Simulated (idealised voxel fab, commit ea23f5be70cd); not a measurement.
Herein follows the process module entitled voxel self aligned vias.
Each square cell in cross-section cut measures 5 nm, and the section as a whole is 255 nm wide.
Cross-section spec: square-cell grid; bands listed top down; each band is one or more rows.
Within each band entry, the heights of the top and of the bottom of the band appear first, in that order and in nm; the materials of the band then follow from left to right, each with its corresponding width in nm. The designation "full width" on a single material indicates that it fills the band from edge to edge; the designation "blank" indicates empty space.
Height is counted from the level 0, under which the received wafer is composed throughout of one material. The lowest of the bands is not closed at the bottom but continues downward, in the notation "top 0, no bottom".
You'd read "30 to 40" like this: the band's top row of cells is as wide as the first number, its bottom row is as wide as the second, and going down, every row changes width by the same amount as the row before did.
"identical to before" means the step left every cell of the cross-section as it was.
What "Enclosed internal cavities" gives you is every empty space of 8 cells or more that is cut off from the top. Each appears as width x height at distance, with the distance taken from the left edge and width, height and distance all in nm.
after a step's settings: what the simulator itself notes on the step
A step's line can hold "overlay nm"; with a mask on that step, the setting says how far right of the planned place the mask lay, while a negative setting says it lay to the left.
HERE'S WHAT THE PLANNED PROCESS STEPS LOOK LIKE
step 1: RECEIVE [material Si]
step 2: CONFORMAL_DEP [material SiO2] [thk nm 10]
step 3: CONFORMAL_DEP [material SiCN] [thk nm 5]
step 4: DIRECTIONAL_DEP [material lowk] [thk nm 30]
step 5: PATTERN [tone open] [mask id LINES] [material resist] [width nm 25] [pitch nm 70] [thk nm 15] [overlay nm 0]
step 6: DIRECTIONAL_ETCH [etch materials lowk] [depth nm 30]
step 7: STRIP [etch materials resist]
step 8: CONFORMAL_DEP [material TiN] [thk nm 5]
step 9: FILL_DEP [material Ru] [thk nm 5]
step 10: CMP [height nm 45]
step 11: SELECTIVE_ETCH [etch materials W Ru TiN] [depth nm 5]
step 12: FILL_DEP [material SiN] [thk nm 10]
step 13: CMP [height nm 45]
step 14: DIRECTIONAL_DEP [material lowk] [thk nm 15]
step 15: DIRECTIONAL_DEP [material aC] [thk nm 10]
step 16: PATTERN [tone open] [mask id VIAS] [material resist] [width nm 45] [thk nm 30] [overlay nm 0]
step 17: DIRECTIONAL_ETCH [etch materials aC] [depth nm 10]
step 18: STRIP [etch materials resist]
step 19: DIRECTIONAL_ETCH [etch materials lowk] [depth nm 15]
step 20: DIRECTIONAL_ETCH [etch materials SiN] [depth nm 5]
step 21: STRIP [etch materials aC]
step 22: CONFORMAL_DEP [material TiN] [thk nm 5]
step 23: FILL_DEP [material Ru] [thk nm 5]
step 24: CMP [height nm 60]
step 25: CONFORMAL_DEP [material SiN] [thk nm 5]
THE FIRST OF A SET OF TWO WAFERS, RUN TO PLAN
CROSS-SECTION: WAFER ON ARRIVAL = AFTER STEP 1
  top 0, no bottom | Si full width
  Enclosed internal cavities: none
STATE OF THE WAFER AFTER STEP 2, SHOWN IN CROSS-SECTION
  top 10, bottom 0 | SiO2 full width
  Heights below 0 show no change.
STATE OF THE WAFER AFTER STEP 3, SHOWN IN CROSS-SECTION
  top 15, bottom 10 | SiCN full width
  Heights below 10 show no change.
STATE OF THE WAFER AFTER STEP 4, SHOWN IN CROSS-SECTION
  top 45, bottom 15 | lowk full width
  Heights below 15 show no change.
STATE OF THE WAFER AFTER STEP 5, SHOWN IN CROSS-SECTION
  top 60, bottom 45 | resist 80 | blank 25 | resist 45 | blank 25 | resist 80
  Heights below 45 show no change.
STATE OF THE WAFER AFTER STEP 6, SHOWN IN CROSS-SECTION
  top 60, bottom 45 | resist 80 | blank 25 | resist 45 | blank 25 | resist 80
  top 45, bottom 15 | lowk 80 | blank 25 | lowk 45 | blank 25 | lowk 80
  Heights below 15 show no change.
STATE OF THE WAFER AFTER STEP 7, SHOWN IN CROSS-SECTION
  top 45, bottom 15 | lowk 80 | blank 25 | lowk 45 | blank 25 | lowk 80
  Heights below 15 show no change.
STATE OF THE WAFER AFTER STEP 8, SHOWN IN CROSS-SECTION
  top 50, bottom 45 | TiN 85 | blank 15 | TiN 55 | blank 15 | TiN 85
  top 45, bottom 20 | lowk 80 | TiN 5 | blank 15 | TiN 5 | lowk 45 | TiN 5 | blank 15 | TiN 5 | lowk 80
  top 20, bottom 15 | lowk 80 | TiN 25 | lowk 45 | TiN 25 | lowk 80
  Heights below 15 show no change.
STATE OF THE WAFER AFTER STEP 9, SHOWN IN CROSS-SECTION
  top 55, bottom 50 | Ru full width
  top 50, bottom 45 | TiN 85 | Ru 15 | TiN 55 | Ru 15 | TiN 85
  top 45, bottom 20 | lowk 80 | TiN 5 | Ru 15 | TiN 5 | lowk 45 | TiN 5 | Ru 15 | TiN 5 | lowk 80
  Heights below 20 show no change.
STATE OF THE WAFER AFTER STEP 10, SHOWN IN CROSS-SECTION
  top 45, bottom 20 | lowk 80 | TiN 5 | Ru 15 | TiN 5 | lowk 45 | TiN 5 | Ru 15 | TiN 5 | lowk 80
  Heights below 20 show no change.
STATE OF THE WAFER AFTER STEP 11, SHOWN IN CROSS-SECTION
  top 45, bottom 40 | lowk 80 | blank 25 | lowk 45 | blank 25 | lowk 80
  Heights below 40 show no change.
STATE OF THE WAFER AFTER STEP 12, SHOWN IN CROSS-SECTION
  top 55, bottom 45 | SiN full width
  top 45, bottom 40 | lowk 80 | SiN 25 | lowk 45 | SiN 25 | lowk 80
  Heights below 40 show no change.
STATE OF THE WAFER AFTER STEP 13, SHOWN IN CROSS-SECTION
  top 45, bottom 40 | lowk 80 | SiN 25 | lowk 45 | SiN 25 | lowk 80
  Heights below 40 show no change.
STATE OF THE WAFER AFTER STEP 14, SHOWN IN CROSS-SECTION
  top 60, bottom 45 | lowk full width
  Heights below 45 show no change.
STATE OF THE WAFER AFTER STEP 15, SHOWN IN CROSS-SECTION
  top 70, bottom 60 | aC full width
  Heights below 60 show no change.
STATE OF THE WAFER AFTER STEP 16, SHOWN IN CROSS-SECTION
  top 100, bottom 70 | resist 70 | blank 45 | resist 140
  Heights below 70 show no change.
STATE OF THE WAFER AFTER STEP 17, SHOWN IN CROSS-SECTION
  top 90, bottom 70 | resist 70 | blank 45 | resist 140
  top 70, bottom 60 | aC 70 | blank 45 | aC 140
  Heights below 60 show no change.
STATE OF THE WAFER AFTER STEP 18, SHOWN IN CROSS-SECTION
  top 70, bottom 60 | aC 70 | blank 45 | aC 140
  Heights below 60 show no change.
STATE OF THE WAFER AFTER STEP 19, SHOWN IN CROSS-SECTION
  top 70, bottom 60 | aC 70 | blank 45 | aC 140
  top 60, bottom 45 | lowk 70 | blank 45 | lowk 140
  Heights below 45 show no change.
STATE OF THE WAFER AFTER STEP 20, SHOWN IN CROSS-SECTION
  top 70, bottom 60 | aC 70 | blank 45 | aC 140
  top 60, bottom 45 | lowk 70 | blank 45 | lowk 140
  top 45, bottom 40 | lowk 80 | blank 25 | lowk 45 | SiN 25 | lowk 80
  Heights below 40 show no change.
STATE OF THE WAFER AFTER STEP 21, SHOWN IN CROSS-SECTION
  top 60, bottom 45 | lowk 70 | blank 45 | lowk 140
  Heights below 45 show no change.
STATE OF THE WAFER AFTER STEP 22, SHOWN IN CROSS-SECTION
  top 65, bottom 60 | TiN 75 | blank 35 | TiN 145
  top 60, bottom 50 | lowk 70 | TiN 5 | blank 35 | TiN 5 | lowk 140
  top 50, bottom 45 | lowk 70 | TiN 15 | blank 15 | TiN 15 | lowk 140
  top 45, bottom 40 | lowk 80 | TiN 25 | lowk 45 | SiN 25 | lowk 80
  Heights below 40 show no change.
STATE OF THE WAFER AFTER STEP 23, SHOWN IN CROSS-SECTION
  top 70, bottom 65 | Ru full width
  top 65, bottom 60 | TiN 75 | Ru 35 | TiN 145
  top 60, bottom 50 | lowk 70 | TiN 5 | Ru 35 | TiN 5 | lowk 140
  top 50, bottom 45 | lowk 70 | TiN 15 | Ru 15 | TiN 15 | lowk 140
  Heights below 45 show no change.
STATE OF THE WAFER AFTER STEP 24, SHOWN IN CROSS-SECTION
  top 60, bottom 50 | lowk 70 | TiN 5 | Ru 35 | TiN 5 | lowk 140
  Heights below 50 show no change.
STATE OF THE WAFER AFTER STEP 25, SHOWN IN CROSS-SECTION
  top 65, bottom 60 | SiN full width
  Heights below 60 show no change.
WHAT FOLLOWS CONCERNS THE SECOND WAFER, WHICH STARTED OUT LIKE THE FIRST AND WAS MEANT TO FOLLOW THE VERY SAME PLAN; ONE MISTAKE CREPT IN WHEN IT WAS RUN, BUT EVERYTHING UP TO AND INCLUDING STEP 18 IS THE SAME AS FOR THE FIRST WAFER
CROSS-SECTION OF THE SECOND WAFER CORRESPONDING TO THE PLANNED CONCLUSION OF STEP 19
  top 70, bottom 60 | aC 70 | blank 45 | aC 140
  top 60, bottom 45 | lowk 70 | blank 45 | lowk 140
  top 45, bottom 40 | lowk 70 | blank 10 | SiN 25 | blank 10 | lowk 35 | SiN 25 | lowk 80
  top 40, bottom 30 | lowk 70 | blank 10 | TiN 5 | Ru 15 | TiN 5 | blank 10 | lowk 35 | TiN 5 | Ru 15 | TiN 5 | lowk 80
  Heights below 30 show no change.
CROSS-SECTION OF THE SECOND WAFER CORRESPONDING TO THE PLANNED CONCLUSION OF STEP 20
  top 70, bottom 60 | aC 70 | blank 45 | aC 140
  top 60, bottom 45 | lowk 70 | blank 45 | lowk 140
  top 45, bottom 40 | lowk 70 | blank 45 | lowk 35 | SiN 25 | lowk 80
  Heights below 40 show no change.
CROSS-SECTION OF THE SECOND WAFER CORRESPONDING TO THE PLANNED CONCLUSION OF STEP 21
  top 60, bottom 45 | lowk 70 | blank 45 | lowk 140
  Heights below 45 show no change.
CROSS-SECTION OF THE SECOND WAFER CORRESPONDING TO THE PLANNED CONCLUSION OF STEP 22
  top 65, bottom 60 | TiN 75 | blank 35 | TiN 145
  top 60, bottom 45 | lowk 70 | TiN 5 | blank 35 | TiN 5 | lowk 140
  top 45, bottom 40 | lowk 70 | TiN 45 | lowk 35 | SiN 25 | lowk 80
  top 40, bottom 30 | lowk 70 | TiN 15 | Ru 15 | TiN 15 | lowk 35 | TiN 5 | Ru 15 | TiN 5 | lowk 80
  Heights below 30 show no change.
CROSS-SECTION OF THE SECOND WAFER CORRESPONDING TO THE PLANNED CONCLUSION OF STEP 23
  top 70, bottom 65 | Ru full width
  top 65, bottom 60 | TiN 75 | Ru 35 | TiN 145
  top 60, bottom 45 | lowk 70 | TiN 5 | Ru 35 | TiN 5 | lowk 140
  Heights below 45 show no change.
CROSS-SECTION OF THE SECOND WAFER CORRESPONDING TO THE PLANNED CONCLUSION OF STEP 24
  top 60, bottom 45 | lowk 70 | TiN 5 | Ru 35 | TiN 5 | lowk 140
  Heights below 45 show no change.
CROSS-SECTION OF THE SECOND WAFER CORRESPONDING TO THE PLANNED CONCLUSION OF STEP 25
  top 65, bottom 60 | SiN full width
  Heights below 60 show no change.
In executing the process, a mistake was made relative to the plan: step 19 was run twice
It is noted that, at the conclusion of processing, the second wafer exhibits a higher or lower cell count for certain materials relative to the first: +4 Ru; +8 TiN; -12 lowk
